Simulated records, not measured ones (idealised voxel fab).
The process module presented herein is designated voxel self aligned vias.
For reference, the cross-section in this document is cut, with width 245 nm and square cells of 5 nm.
Each cross-section below is a grid of square cells, stated as bands in top-down order, with one or more rows of cells making up each band.
It is stipulated that each band's entry specify, in nanometres, the height of the top of the band and then that of its bottom, followed by the materials of the band in left-to-right sequence, each together with its width in nanometres. A single material marked by the word "throughout" is understood to fill the band from edge to edge; the word "empty" is understood to denote empty space.
Below 0: as-received wafer, all one material; heights counted from there. Lowest band: no bottom, goes on down, written "from 0 down".
The two numbers in a width such as "30 to 40" mark its ends across the band: the first belongs to the top row of cells, the second to the bottom row, and from each row to the next the width moves by the same amount.
"stayed the same", as given for a step, is the statement that not any cell of the cross-section underwent a change during that step.
The label "Fully sealed voids" introduces a list of the empty spaces, 8 cells or larger, that have no open way up to the top; each entry in it reads width x height at distance, where the distance is taken from the left edge and all three are stated in nm.
The remark found on a step's line after its settings is issued by the simulator itself and pertains to that step.
"overlay nm" answers the question of how far to the right of plan the mask lay on a step that has a mask, and when it is negative the answer is to the left.

[Steps planned for the process]
step 1: RECEIVE: material Si
step 2: CONFORMAL_DEP: material SiO2, thk nm 10
step 3: CONFORMAL_DEP: material SiCN, thk nm 5
step 4: DIRECTIONAL_DEP: material SiO2, thk nm 20
step 5: DIRECTIONAL_DEP: material aC, thk nm 10
step 6: PATTERN: tone open, mask id LINES, material resist, width nm 30, pitch nm 60, thk nm 30, overlay nm 0
step 7: DIRECTIONAL_ETCH: etch materials aC, depth nm 10
step 8: STRIP: etch materials resist
step 9: DIRECTIONAL_ETCH: etch materials SiO2, depth nm 20
step 10: STRIP: etch materials aC
step 11: CONFORMAL_DEP: material TiN, thk nm 5
step 12: FILL_DEP: material W, thk nm 10
step 13: CMP: height nm 35
step 14: SELECTIVE_ETCH: etch materials W Ru TiN, depth nm 10
step 15: FILL_DEP: material SiN, thk nm 10
step 16: CMP: height nm 35
step 17: DIRECTIONAL_DEP: material SiO2, thk nm 15
step 18: MASKED_ETCH: tone open, mask id VIAS, width nm 30, etch materials SiO2, depth nm 15, overlay nm 0
step 19: MASKED_ETCH: tone open, mask id VIAS, width nm 40, etch materials SiN, depth nm 10, overlay nm 0
step 20: CONFORMAL_DEP: material TiN, thk nm 5
step 21: FILL_DEP: material W, thk nm 5
step 22: CMP: height nm 50
step 23: CONFORMAL_DEP: material SiN, thk nm 5
Among the wafers covered here, the point of difference is the width nm at step 18; their starting state is shared, and the plan presents the value of the first wafer.

[First wafer of several, as received: cross-section after step 1]
> from 0 down  Si throughout
> Fully sealed voids: none

[Module end state after final step 23: cross-section of the first of several wafers]
> from 55 to 50  SiN throughout
> from 50 to 35  SiO2: 75, TiN: 5, W: 20, TiN: 5, SiO2: 140
> from 35 to 30  SiO2: 75, TiN: 5, W: 20, TiN: 5, SiO2: 30, SiN: 30, SiO2: 80
> from 30 to 25  SiO2: 75, TiN: 30, SiO2: 30, SiN: 30, SiO2: 80
> from 25 to 20  SiO2: 75, TiN: 5, W: 20, TiN: 5, SiO2: 30, TiN: 5, W: 20, TiN: 5, SiO2: 80
> from 20 to 15  SiO2: 75, TiN: 30, SiO2: 30, TiN: 30, SiO2: 80
> from 15 to 10  SiCN throughout
> from 10 to 0  SiO2 throughout
> from 0 down  Si throughout
> Fully sealed voids: none

[last wafer at the end]
> from 55 to 50  SiN throughout
> from 50 to 40  SiO2: 65, TiN: 5, W: 45, TiN: 5, SiO2: 125
> from 40 to 35  SiO2: 65, TiN: 15, W: 20, TiN: 20, SiO2: 125
> from 35 to 30  SiO2: 75, TiN: 5, W: 20, TiN: 5, SiO2: 30, SiN: 30, SiO2: 80
> from 30 to 25  SiO2: 75, TiN: 30, SiO2: 30, SiN: 30, SiO2: 80
> from 25 to 20  SiO2: 75, TiN: 5, W: 20, TiN: 5, SiO2: 30, TiN: 5, W: 20, TiN: 5, SiO2: 80
> from 20 to 15  SiO2: 75, TiN: 30, SiO2: 30, TiN: 30, SiO2: 80
> from 15 to 10  SiCN throughout
> from 10 to 0  SiO2 throughout
> from 0 down  Si throughout
> Fully sealed voids: none

[Below: a row per wafer. Contents at end of module: for every material, cells gained since receipt (+) or lost since receipt (-); then closed voids]
width nm 30 | +49 SiCN | +61 SiN | +375 SiO2 | +30 TiN | +24 W | Fully sealed voids: none
width nm 35 | +49 SiCN | +61 SiN | +372 SiO2 | +31 TiN | +26 W | Fully sealed voids: none
width nm 40 | +49 SiCN | +61 SiN | +369 SiO2 | +32 TiN | +28 W | Fully sealed voids: none
width nm 45 | +49 SiCN | +61 SiN | +366 SiO2 | +33 TiN | +30 W | Fully sealed voids: none
width nm 50 | +49 SiCN | +61 SiN | +363 SiO2 | +34 TiN | +32 W | Fully sealed voids: none
width nm 55 | +49 SiCN | +61 SiN | +360 SiO2 | +35 TiN | +34 W | Fully sealed voids: none
